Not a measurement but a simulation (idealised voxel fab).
The process module presented herein is designated voxel double patterning.
Square cell edge 5 nm, section width 225 nm, ID cut.
Think of the cross-section as a grid of square cells. We describe it in bands, top to bottom, and each band covers one or more rows of those cells.
Band entry format. Leading values: height of top, height of bottom, nm. Remainder: materials in left-to-right order, each with its width in nm. Special words: "full width" on a single material, which then fills the band edge to edge; "blank", empty space.
Zero point of the height axis is 0; under it, received wafer = one material. Lowest band: continues down indefinitely, "from 0 down".
Read "30..40" as a graded width: first number on top, second number at the bottom, same change between each pair of neighbouring rows.
"no alterations made" for a step: no cell of the cross-section changed in that step.
"Sealed-off cavities" means: voids of 8 cells or more that are shut off from the top with no open way through. Written width x height at distance, distance from the left edge, in nm.
Formally, on a step line, whatever follows the settings is a remark that the simulator itself makes on the step.
"overlay nm" answers the question of how far to the right of plan the mask lay on a step that has a mask, and when it is negative the answer is to the left.
Process steps (planned):
step 1: op RECEIVE | material Si
step 2: op CONFORMAL_DEP | material SiN | thk nm 5
step 3: op DIRECTIONAL_DEP | material SiO2 | thk nm 15
step 4: op DIRECTIONAL_DEP | material SiCN | thk nm 10
step 5: op PATTERN | tone open | mask id FIRST | material resist | width nm 15 | pitch nm 50 | thk nm 15 | overlay nm 0
step 6: op DIRECTIONAL_ETCH | etch materials SiCN | depth nm 10
step 7: op STRIP | etch materials resist
step 8: op MASKED_ETCH | tone open | mask id SECOND | width nm 15 | pitch nm 50 | etch materials SiCN | depth nm 10 | overlay nm 0
step 9: op DIRECTIONAL_ETCH | etch materials SiO2 | depth nm 15
step 10: op STRIP | etch materials SiCN
Wafer cross-section on receipt, i.e. after step 1:
* from 0 down | Si full width
* Sealed-off cavities: none
End-of-module XS, first of two wafers, run as planned:
* from 20 to 5 | SiO2 55; blank 15; SiO2 10; blank 15; SiO2 10; blank 15; SiO2 10; blank 15; SiO2 10; blank 15; SiO2 55
* from 5 to 0 | SiN full width
* from 0 down | Si full width
* Sealed-off cavities: none
Wafer two (of two), end-of-module cross-section: start = wafer one, plan = wafer one, one run mistake:
* from 20 to 5 | blank 80; SiO2 15; blank 35; SiO2 15; blank 80
* from 5 to 0 | SiN full width
* from 0 down | Si full width
* Sealed-off cavities: none
Nonconformance to the process plan: step 8 did not use the planned setting and instead ran as op MASKED_ETCH | tone cover | mask id SECOND | width nm 15 | pitch nm 50 | etch materials SiCN | depth nm 10 | overlay nm 0
Final comparison by cell count, materials where the second wafer has more or fewer than the first: SiO2: 72 fewer
